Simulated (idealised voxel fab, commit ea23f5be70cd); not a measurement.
process module | voxel gate over fins
cross-section cut | 245 nm wide | cells 5 nm
A cross-section is a grid of square cells, given in bands from the top down. A band is one or more rows of cells.
Each band's line starts with the height of the band's top and of its bottom, in nm. Then come its materials from left to right, each with its width in nm. One material with "throughout" fills the band from edge to edge. "air" is empty space.
Height 0 is the level under which the wafer as received is all one material. The lowest band goes on downwards, as in "0 down".
A width such as "30 to 40" changes by the same amount from each row of cells to the next, from the band's top row to its bottom row.
"no change" after a step means that no cell of the cross-section changed.
closed voids: empty space of 8 cells or more with no open way to the top, each as width x height at its distance from the left edge, in nm
after a step's settings: what the simulator itself notes on the step
overlay nm, on a step with a mask: how far to the right of its planned place the mask lay; to the left if negative
plan
1 op RECEIVE | material Si
2 op CONFORMAL_DEP | material SiN | thk nm 5
3 op PATTERN | tone cover | mask id FINS | material resist | width nm 15 | pitch nm 35 | thk nm 20 | overlay nm 0
4 op DIRECTIONAL_ETCH | etch materials SiN | depth nm 5
5 op DIRECTIONAL_ETCH | etch materials Si | depth nm 30
6 op STRIP | etch materials resist
7 op FILL_DEP | material SiO2 | thk nm 10
8 op CMP | height nm 5
9 op SELECTIVE_ETCH | etch materials SiO2 | depth nm 20
10 op STRIP | etch materials SiN
11 op CONFORMAL_DEP | material HfO2 | thk nm 5
12 op CONFORMAL_DEP | material TiN | thk nm 5
13 op CONFORMAL_DEP | material TiAl | thk nm 5
14 op CONFORMAL_DEP | material TiN | thk nm 5
15 op FILL_DEP | material W | thk nm 15
16 op CMP | height nm 30
17 op CONFORMAL_DEP | material SiCN | thk nm 5
first wafer, as planned
as received, after step 1
  0 down: Si throughout
  closed voids: none
after step 2
  5 to 0: SiN throughout
  below 0: unchanged
after step 3
  25 to 5: air 95 | resist 15 | air 20 | resist 15 | air 100
  below 5: unchanged
after step 4
  25 to 5: air 95 | resist 15 | air 20 | resist 15 | air 100
  5 to 0: air 95 | SiN 15 | air 20 | SiN 15 | air 100
  below 0: unchanged
after step 5
  25 to 5: air 95 | resist 15 | air 20 | resist 15 | air 100
  5 to 0: air 95 | SiN 15 | air 20 | SiN 15 | air 100
  0 to -30: air 95 | Si 15 | air 20 | Si 15 | air 100
  below -30: unchanged
after step 6
  5 to 0: air 95 | SiN 15 | air 20 | SiN 15 | air 100
  below 0: unchanged
after step 7
  15 to 5: SiO2 throughout
  5 to 0: SiO2 95 | SiN 15 | SiO2 20 | SiN 15 | SiO2 100
  0 to -30: SiO2 95 | Si 15 | SiO2 20 | Si 15 | SiO2 100
  below -30: unchanged
after step 8
  5 to 0: SiO2 95 | SiN 15 | SiO2 20 | SiN 15 | SiO2 100
  below 0: unchanged
after step 9
  5 to 0: air 95 | SiN 15 | air 20 | SiN 15 | air 100
  0 to -15: air 95 | Si 15 | air 20 | Si 15 | air 100
  below -15: unchanged
after step 10
  0 to -15: air 95 | Si 15 | air 20 | Si 15 | air 100
  below -15: unchanged
after step 11
  5 to 0: air 90 | HfO2 25 | air 10 | HfO2 25 | air 95
  0 to -10: air 90 | HfO2 5 | Si 15 | HfO2 5 | air 10 | HfO2 5 | Si 15 | HfO2 5 | air 95
  -10 to -15: HfO2 95 | Si 15 | HfO2 20 | Si 15 | HfO2 100
  below -15: unchanged
after step 12
  10 to 5: air 85 | TiN 70 | air 90
  5 to 0: air 85 | TiN 5 | HfO2 25 | TiN 10 | HfO2 25 | TiN 5 | air 90
  0 to -5: air 85 | TiN 5 | HfO2 5 | Si 15 | HfO2 5 | TiN 10 | HfO2 5 | Si 15 | HfO2 5 | TiN 5 | air 90
  -5 to -10: TiN 90 | HfO2 5 | Si 15 | HfO2 5 | TiN 10 | HfO2 5 | Si 15 | HfO2 5 | TiN 95
  below -10: unchanged
after step 13
  15 to 10: air 80 | TiAl 80 | air 85
  10 to 5: air 80 | TiAl 5 | TiN 70 | TiAl 5 | air 85
  5 to 0: air 80 | TiAl 5 | TiN 5 | HfO2 25 | TiN 10 | HfO2 25 | TiN 5 | TiAl 5 | air 85
  0 to -5: TiAl 85 | TiN 5 | HfO2 5 | Si 15 | HfO2 5 | TiN 10 | HfO2 5 | Si 15 | HfO2 5 | TiN 5 | TiAl 90
  below -5: unchanged
after step 14
  20 to 15: air 75 | TiN 90 | air 80
  15 to 10: air 75 | TiN 5 | TiAl 80 | TiN 5 | air 80
  10 to 5: air 75 | TiN 5 | TiAl 5 | TiN 70 | TiAl 5 | TiN 5 | air 80
  5 to 0: TiN 80 | TiAl 5 | TiN 5 | HfO2 25 | TiN 10 | HfO2 25 | TiN 5 | TiAl 5 | TiN 85
  below 0: unchanged
after step 15
  35 to 20: W throughout
  20 to 15: W 75 | TiN 90 | W 80
  15 to 10: W 75 | TiN 5 | TiAl 80 | TiN 5 | W 80
  10 to 5: W 75 | TiN 5 | TiAl 5 | TiN 70 | TiAl 5 | TiN 5 | W 80
  below 5: unchanged
after step 16
  30 to 20: W throughout
  below 20: unchanged
after step 17
  35 to 30: SiCN throughout
  below 30: unchanged
second wafer: like start, like plan, one mistake. Through step 2 it matches the first wafer
when step 3 should have ended
  25 to 5: resist 95 | air 15 | resist 20 | air 15 | resist 100
  below 5: unchanged
when step 4 should have ended
  25 to 5: resist 95 | air 15 | resist 20 | air 15 | resist 100
  5 to 0: SiN 95 | air 15 | SiN 20 | air 15 | SiN 100
  below 0: unchanged
when step 5 should have ended
  25 to 5: resist 95 | air 15 | resist 20 | air 15 | resist 100
  5 to 0: SiN 95 | air 15 | SiN 20 | air 15 | SiN 100
  0 to -30: Si 95 | air 15 | Si 20 | air 15 | Si 100
  below -30: unchanged
when step 6 should have ended
  5 to 0: SiN 95 | air 15 | SiN 20 | air 15 | SiN 100
  below 0: unchanged
when step 7 should have ended
  15 to 5: SiO2 throughout
  5 to 0: SiN 95 | SiO2 15 | SiN 20 | SiO2 15 | SiN 100
  0 to -30: Si 95 | SiO2 15 | Si 20 | SiO2 15 | Si 100
  below -30: unchanged
when step 8 should have ended
  5 to 0: SiN 95 | SiO2 15 | SiN 20 | SiO2 15 | SiN 100
  below 0: unchanged
when step 9 should have ended
  5 to 0: SiN 95 | air 15 | SiN 20 | air 15 | SiN 100
  0 to -15: Si 95 | air 15 | Si 20 | air 15 | Si 100
  below -15: unchanged
when step 10 should have ended
  0 to -15: Si 95 | air 15 | Si 20 | air 15 | Si 100
  below -15: unchanged
when step 11 should have ended
  5 to 0: HfO2 100 | air 5 | HfO2 30 | air 5 | HfO2 105
  0 to -10: Si 95 | HfO2 5 | air 5 | HfO2 5 | Si 20 | HfO2 5 | air 5 | HfO2 5 | Si 100
  -10 to -15: Si 95 | HfO2 15 | Si 20 | HfO2 15 | Si 100
  below -15: unchanged
when step 12 should have ended
  10 to 5: TiN throughout
  5 to 0: HfO2 100 | TiN 5 | HfO2 30 | TiN 5 | HfO2 105
  0 to -10: Si 95 | HfO2 5 | TiN 5 | HfO2 5 | Si 20 | HfO2 5 | TiN 5 | HfO2 5 | Si 100
  below -10: unchanged
when step 13 should have ended
  15 to 10: TiAl throughout
  below 10: unchanged
when step 14 should have ended
  20 to 15: TiN throughout
  below 15: unchanged
when step 15 should have ended
  35 to 20: W throughout
  below 20: unchanged
when step 16 should have ended
  30 to 20: W throughout
  below 20: unchanged
when step 17 should have ended
  35 to 30: SiCN throughout
  below 30: unchanged
what went wrong: step 3 ran as: op PATTERN | tone open | mask id FINS | material resist | width nm 15 | pitch nm 35 | thk nm 20 | overlay nm 0
at the end the second wafer has, in cells: 222 more of Si | 111 fewer of SiO2 | 6 fewer of TiAl | 12 fewer of TiN | 93 fewer of W
